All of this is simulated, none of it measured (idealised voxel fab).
Proc. module: voxel double patterning
Cross-sectional view cut (width: 265 nm; square cell size: 5 nm).
Cross-section layout: square cells on a grid; listed as bands, top to bottom; a band spans one or more cell rows.
Band: top and bottom heights (nm) first, top before bottom; then materials from left to right, widths in nm. "throughout" marks a sole material filling the band edge to edge. "air" denotes empty space.
Beneath 0, the wafer as received is one material, and that level is where height counting begins. The lowest band goes on downward without a bottom; it is written like "0 and below".
Note: "30->40" means the width goes from the first number (top row of the band) to the second number (bottom row) in equal steps per row of cells.
Where a step carries "nothing altered", the cross-section came out of it unchanged, cell for cell.
Closed empty spaces (no open way to the top) of 8 cells or more are what "Unvented cavities" lists, each as width x height at distance from the left edge, nm for all three.
What comes after the settings on a step's line is commentary from the simulator itself on that step.
When a step includes a mask, the "overlay nm" setting on its line states how far to the right of its planned place that mask lay, and negative values state how far to the left.

This section lists the process steps that were planned
- 1: RECEIVE [material Si]
- 2: CONFORMAL_DEP [material SiO2] [thk nm 5]
- 3: DIRECTIONAL_DEP [material polySi] [thk nm 20]
- 4: DIRECTIONAL_DEP [material SiN] [thk nm 5]
- 5: PATTERN [tone open] [mask id FIRST] [material resist] [width nm 15] [pitch nm 50] [thk nm 15] [overlay nm 0]
- 6: DIRECTIONAL_ETCH [etch materials SiN] [depth nm 5]
- 7: STRIP [etch materials resist]
- 8: DIRECTIONAL_DEP [material aC] [thk nm 10]
- 9: PATTERN [tone open] [mask id SECOND] [material resist] [width nm 15] [pitch nm 50] [thk nm 30] [overlay nm 0]
- 10: DIRECTIONAL_ETCH [etch materials aC] [depth nm 10]
- 11: STRIP [etch materials resist]
- 12: DIRECTIONAL_ETCH [etch materials SiN] [depth nm 5]
- 13: STRIP [etch materials aC]
- 14: DIRECTIONAL_ETCH [etch materials polySi] [depth nm 20]
- 15: STRIP [etch materials SiN]

Wafer at receipt (post step 1), cross-section
	0 and below = Si throughout
	Unvented cavities: none

Run as planned - first of the two wafers cross-sectioned at the end of the module
	25 down to 5 = polySi: 75, then air: 15, then polySi: 10, then air: 15, then polySi: 10, then air: 15, then polySi: 10, then air: 15, then polySi: 10, then air: 15, then polySi: 75
	5 down to 0 = SiO2 throughout
	0 and below = Si throughout
	Unvented cavities: none

Wafer two, end of module, cross-section. Same start, same plan as wafer one. One mistake in the run
	25 down to 5 = polySi: 80, then air: 15, then polySi: 5, then air: 15, then polySi: 15, then air: 15, then polySi: 5, then air: 15, then polySi: 15, then air: 15, then polySi: 70
	5 down to 0 = SiO2 throughout
	0 and below = Si throughout
	Unvented cavities: none
So what did we get wrong on this run? planned and actual differ for step 5; actual: PATTERN [tone open] [mask id FIRST] [material resist] [width nm 15] [pitch nm 50] [thk nm 15] [overlay nm 5]
at the end the second wafer has, in cells: as many of each material as the first, in other places
